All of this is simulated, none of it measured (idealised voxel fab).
A process module follows: voxel transistor to metal.
Square cells of 5 nm make up the cross-section cut, whose width is 180 nm.
Cross-section = grid of square cells, listed top down in bands; band = one or more rows. Per band: top height and bottom height in nm, followed by the left-to-right materials and their widths in nm; "edge to edge" marks a single material spanning edge to edge, "empty" marks empty space. The level at which height equals 0 is the one under which the wafer, as it arrives, is entirely one material. No lower edge exists for the bottom band, which continues downward and is notated as in "0 and below". So if you see something like "30->40" for the width, read it as the top row of the band sitting at the first number and the bottom row at the second, with every row in between moving by the same amount as the last. Where a step carries "same as before", the cross-section came out of it unchanged, cell for cell. Listed in "Sealed cavities": every empty space of 8 or more cells without an open way to the top. Form: width x height at distance, the distance being from the left edge, all in nm. If you see something after the settings on a step's line, that's the simulator's own remark about that step. "overlay nm" answers the question of how far to the right of plan the mask lay on a step that has a mask, and when it is negative the answer is to the left.

**Below is the list of planned process steps**
1. RECEIVE,material Si
2. CONFORMAL_DEP,material SiO2,thk nm 5
3. CONFORMAL_DEP,material SiN,thk nm 10
4. PATTERN,tone cover,mask id ACTIVE,material resist,width nm 105,thk nm 20,overlay nm 0
5. DIRECTIONAL_ETCH,etch materials SiN,depth nm 10
6. DIRECTIONAL_ETCH,etch materials SiO2,depth nm 5
7. DIRECTIONAL_ETCH,etch materials Si,depth nm 35
8. STRIP,etch materials resist
9. OXIDIZE,depth nm 5
10. FILL_DEP,material SiO2,thk nm 5
11. CMP,height nm 15
12. SELECTIVE_ETCH,etch materials SiO2,depth nm 10
13. STRIP,etch materials SiN
14. SELECTIVE_ETCH,etch materials SiO2,depth nm 5
15. OXIDIZE,depth nm 5
16. DIRECTIONAL_DEP,material polySi,thk nm 20
17. DIRECTIONAL_DEP,material SiCN,thk nm 10
18. PATTERN,tone cover,mask id GATE,material resist,width nm 25,thk nm 20,overlay nm 0
19. DIRECTIONAL_ETCH,etch materials SiCN,depth nm 20
20. DIRECTIONAL_ETCH,etch materials polySi,depth nm 30
21. STRIP,etch materials resist
22. CONFORMAL_DEP,material SiN,thk nm 10
23. DIRECTIONAL_ETCH,etch materials SiN,depth nm 10
24. DIRECTIONAL_ETCH,etch materials SiO2,depth nm 5
25. DIRECTIONAL_ETCH,etch materials Si,depth nm 15
26. EPI,material pSi,thk nm 15
27. FILL_DEP,material SiO2,thk nm 5
28. CMP,height nm 20
29. STRIP,etch materials polySi
30. SELECTIVE_ETCH,etch materials SiO2,depth nm 5
31. CONFORMAL_DEP,material HfO2,thk nm 5
32. CONFORMAL_DEP,material TiN,thk nm 5
33. FILL_DEP,material W,thk nm 5
34. CMP,height nm 15
35. DIRECTIONAL_DEP,material SiO2,thk nm 15
36. DIRECTIONAL_DEP,material aC,thk nm 10
37. PATTERN,tone open,mask id CONTACT,material resist,width nm 15,pitch nm 70,thk nm 30,overlay nm 0
38. DIRECTIONAL_ETCH,etch materials aC,depth nm 10
39. STRIP,etch materials resist
40. DIRECTIONAL_ETCH,etch materials SiO2,depth nm 35
41. STRIP,etch materials aC
42. CONFORMAL_DEP,material TiN,thk nm 5
43. FILL_DEP,material W,thk nm 10
44. CMP,height nm 30
45. CONFORMAL_DEP,material SiCN,thk nm 5
46. DIRECTIONAL_DEP,material SiO2,thk nm 15
47. DIRECTIONAL_DEP,material aC,thk nm 15
48. PATTERN,tone open,mask id METAL_1,material resist,width nm 15,pitch nm 70,thk nm 30,overlay nm 0
49. DIRECTIONAL_ETCH,etch materials aC,depth nm 15
50. STRIP,etch materials resist
51. DIRECTIONAL_ETCH,etch materials SiO2,depth nm 15
52. DIRECTIONAL_ETCH,etch materials SiCN,depth nm 5
53. STRIP,etch materials aC
54. CONFORMAL_DEP,material TiN,thk nm 5
55. FILL_DEP,material Cu,thk nm 10
56. CMP,height nm 50
57. CONFORMAL_DEP,material SiCN,thk nm 5
58. DIRECTIONAL_DEP,material SiO2,thk nm 30
59. DIRECTIONAL_DEP,material aC,thk nm 15
60. PATTERN,tone open,mask id METAL_2,material resist,width nm 15,pitch nm 70,thk nm 35,overlay nm 0
61. DIRECTIONAL_ETCH,etch materials aC,depth nm 15
62. STRIP,etch materials resist
63. DIRECTIONAL_ETCH,etch materials SiO2,depth nm 20
64. STRIP,etch materials aC
65. DIRECTIONAL_DEP,material aC,thk nm 15
66. PATTERN,tone open,mask id METAL_2_HOLES,material resist,width nm 15,pitch nm 70,thk nm 35,overlay nm 0
67. DIRECTIONAL_ETCH,etch materials aC,depth nm 15
68. STRIP,etch materials resist
69. DIRECTIONAL_ETCH,etch materials SiO2,depth nm 10
70. DIRECTIONAL_ETCH,etch materials SiCN,depth nm 5
71. STRIP,etch materials aC
72. CONFORMAL_DEP,material TiN,thk nm 5
73. FILL_DEP,material Cu,thk nm 10
74. CMP,height nm 85
75. CONFORMAL_DEP,material SiN,thk nm 5

**Cross-section of the wafer upon arrival, representing the state reached after step 1**
    0 and below | Si edge to edge
    Sealed cavities: none

**The module was run from the start shown above using the plan shown above, but one mistake was made doing it; the resulting wafer cross-section is below**
    90 down to 85 | SiN edge to edge
    85 down to 55 | 45 of SiO2  5 of TiN  5 of Cu  5 of TiN  55 of SiO2  5 of TiN  5 of Cu  5 of TiN  50 of SiO2
    55 down to 50 | 45 of SiCN  15 of TiN  55 of SiCN  15 of TiN  50 of SiCN
    50 down to 35 | 45 of SiO2  5 of TiN  5 of Cu  5 of TiN  55 of SiO2  5 of TiN  5 of Cu  5 of TiN  50 of SiO2
    35 down to 30 | 45 of SiCN  15 of TiN  55 of SiCN  15 of TiN  50 of SiCN
    30 down to 15 | 45 of SiO2  5 of TiN  5 of W  5 of TiN  55 of SiO2  5 of TiN  5 of W  5 of TiN  50 of SiO2
    15 down to 10 | 45 of SiO2  15 of TiN  5 of SiO2  10 of SiN  5 of HfO2  5 of TiN  10 of W  5 of TiN  5 of HfO2  10 of SiN  15 of TiN  50 of SiO2
    10 down to 5 | 45 of SiO2  5 of TiN  15 of pSi  10 of SiN  5 of HfO2  5 of TiN  10 of W  5 of TiN  5 of HfO2  10 of SiN  15 of pSi  50 of SiO2
    5 down to 0 | 45 of SiO2  5 of TiN  15 of pSi  10 of SiN  5 of HfO2  20 of TiN  5 of HfO2  10 of SiN  15 of pSi  50 of SiO2
    0 down to -5 | 45 of SiO2  5 of TiN  15 of pSi  5 of SiO2  40 of HfO2  5 of SiO2  15 of pSi  50 of SiO2
    -5 down to -20 | 40 of SiO2  25 of pSi  50 of Si  20 of pSi  45 of SiO2
    -20 down to -40 | 40 of SiO2  95 of Si  45 of SiO2
    -40 and below | Si edge to edge
    Sealed cavities: none
It is concluded that the wafer was processed incorrectly with respect to the plan, in that step 18 was processed under conditions differing from the plan, specifically as PATTERN,tone cover,mask id GATE,material resist,width nm 30,thk nm 20,overlay nm 0
